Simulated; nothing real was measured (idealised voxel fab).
process module | voxel capacitor over wiring
cross-section cut | 250 nm wide | cells 5 nm
A cross-section is a grid of square cells, given in bands from the top down. A band is one or more rows of cells.
Each band's line starts with the height of the band's top and of its bottom, in nm. Then come its materials from left to right, each with its width in nm. One material with "throughout" fills the band from edge to edge. "air" is empty space.
Height 0 is the level under which the wafer as received is all one material. The lowest band goes on downwards, as in "0 down".
A width such as "30 to 40" changes by the same amount from each row of cells to the next, from the band's top row to its bottom row.
"no change" after a step means that no cell of the cross-section changed.
closed voids: empty space of 8 cells or more with no open way to the top, each as width x height at its distance from the left edge, in nm
after a step's settings: what the simulator itself notes on the step
overlay nm, on a step with a mask: how far to the right of its planned place the mask lay; to the left if negative
plan
1 op RECEIVE | material Si
2 op CONFORMAL_DEP | material SiO2 | thk nm 15
3 op CONFORMAL_DEP | material SiCN | thk nm 5
4 op DIRECTIONAL_DEP | material lowk | thk nm 15
5 op DIRECTIONAL_DEP | material aC | thk nm 15
6 op PATTERN | tone open | mask id METAL_1 | material resist | width nm 20 | pitch nm 90 | thk nm 30 | overlay nm 0
7 op DIRECTIONAL_ETCH | etch materials aC | depth nm 15
8 op STRIP | etch materials resist
9 op DIRECTIONAL_ETCH | etch materials lowk | depth nm 15
10 op DIRECTIONAL_ETCH | etch materials SiCN | depth nm 5
11 op STRIP | etch materials aC
12 op CONFORMAL_DEP | material TiN | thk nm 5
13 op FILL_DEP | material Cu | thk nm 10
14 op CMP | height nm 35
15 op CONFORMAL_DEP | material SiCN | thk nm 5
16 op DIRECTIONAL_DEP | material SiO2 | thk nm 15
17 op MASKED_ETCH | tone open | mask id PLUG_1 | width nm 15 | etch materials SiO2 | depth nm 15 | overlay nm 0
18 op MASKED_ETCH | tone open | mask id PLUG_1 | width nm 15 | etch materials SiCN | depth nm 5 | overlay nm 0
19 op EPI | material Ru | thk nm 10
20 op EPI | material Ru | thk nm 10
21 op DIRECTIONAL_DEP | material TiN | thk nm 10
22 op DIRECTIONAL_DEP | material Al2O3 | thk nm 5
23 op DIRECTIONAL_DEP | material TiN | thk nm 10
24 op MASKED_ETCH | tone cover | mask id UPPER_PLATE | width nm 65 | etch materials TiN | depth nm 10 | overlay nm 0
25 op MASKED_ETCH | tone cover | mask id UPPER_PLATE | width nm 65 | etch materials Al2O3 | depth nm 5 | overlay nm 0
26 op PATTERN | tone cover | mask id LOWER_PLATE | material resist | width nm 75 | thk nm 20 | overlay nm 0
27 op DIRECTIONAL_ETCH | etch materials TiN | depth nm 10
28 op STRIP | etch materials resist
29 op FILL_DEP | material SiO2 | thk nm 15
30 op CMP | height nm 90
31 op PATTERN | tone open | mask id PLUG_2 | material resist | width nm 15 | thk nm 15 | overlay nm 0
32 op DIRECTIONAL_ETCH | etch materials SiO2 | depth nm 10
33 op STRIP | etch materials resist
34 op CONFORMAL_DEP | material TiN | thk nm 5
35 op FILL_DEP | material Ru | thk nm 5
36 op CMP | height nm 90
37 op CONFORMAL_DEP | material SiCN | thk nm 5
varied across the wafers: width nm of step 6. The plan shows the first wafer's value. All wafers start alike
first wafer as received, after step 1
  0 down: Si throughout
  closed voids: none
each wafer at the end: cells of each material gained (+) or lost (-) since it was received, then its closed voids
width nm 20 | +13 Al2O3 | +12 Cu | +13 Ru | +139 SiCN | +566 SiO2 | +81 TiN | +126 lowk | closed voids: none
width nm 25 | +13 Al2O3 | +18 Cu | +13 Ru | +137 SiCN | +566 SiO2 | +83 TiN | +120 lowk | closed voids: none
width nm 30 | +13 Al2O3 | +24 Cu | +13 Ru | +135 SiCN | +566 SiO2 | +85 TiN | +114 lowk | closed voids: none
width nm 35 | +13 Al2O3 | +30 Cu | +13 Ru | +133 SiCN | +566 SiO2 | +87 TiN | +108 lowk | closed voids: none
width nm 40 | +13 Al2O3 | +36 Cu | +13 Ru | +131 SiCN | +566 SiO2 | +89 TiN | +102 lowk | closed voids: none
width nm 45 | +13 Al2O3 | +42 Cu | +13 Ru | +129 SiCN | +566 SiO2 | +91 TiN | +96 lowk | closed voids: none
